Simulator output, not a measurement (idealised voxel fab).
You're looking at the process module voxel spacer lines.
The cross-section on display is named cut; it measures 175 nm wide, and its cells are 5 nm squares.
Cross-section layout: square cells on a grid; listed as bands, top to bottom; a band spans one or more cell rows. The band entry comprises the height of the band's top followed by the height of its bottom, expressed in nm, and subsequently the band's materials from left to right, each stated together with its width in nm. Where a single material is marked with the word "everywhere", that material fills the band from edge to edge. The word "empty" represents empty space. Below 0: as-received wafer, all one material; heights counted from there. Lowest band: no bottom, goes on down, written "0 nm and below". Read "30..40" as a graded width: first number on top, second number at the bottom, same change between each pair of neighbouring rows. "nothing was modified", as given for a step, is the statement that not any cell of the cross-section underwent a change during that step. In the "Closed internal cavities" entry, you get each enclosed empty space of 8 cells or more, one with no open way to the top, written width x height at distance, distance from the left edge, in nm. Read whatever lies past the settings on a step's line as the simulator's own remark about the step. "overlay nm" on a masked step: distance the mask lay right of its planned place, negative for left.
## These are the steps we planned for the process
1) op RECEIVE | material Si
2) op CONFORMAL_DEP | material Al2O3 | thk nm 10
3) op DIRECTIONAL_DEP | material TiN | thk nm 10
4) op DIRECTIONAL_DEP | material aC | thk nm 30
5) op PATTERN | tone cover | mask id MANDREL | material resist | width nm 20 | pitch nm 60 | thk nm 40 | overlay nm 0
6) op DIRECTIONAL_ETCH | etch materials aC | depth nm 30
7) op STRIP | etch materials resist
8) op CONFORMAL_DEP | material SiN | thk nm 10
9) op DIRECTIONAL_ETCH | etch materials SiN | depth nm 10
10) op STRIP | etch materials aC
11) op DIRECTIONAL_ETCH | etch materials TiN | depth nm 10
12) op STRIP | etch materials SiN
## Cross-section: wafer on arrival = after step 1
> 0 nm and below = Si everywhere
> Closed internal cavities: none
## Starting structure and process plan are as shown above, but one mistake was made in running the module; the wafer cross-section at the end of the module follows
> 20 nm to 10 nm = empty (30)  TiN (10)  empty (30)  TiN (10)  empty (10)  TiN (10)  empty (30)  TiN (10)  empty (35)
> 10 nm to 0 nm = Al2O3 everywhere
> 0 nm and below = Si everywhere
> Closed internal cavities: none
Diagnosis: not per plan at step 5, really ran op PATTERN | tone cover | mask id MANDREL | material resist | width nm 30 | pitch nm 60 | thk nm 40 | overlay nm 0
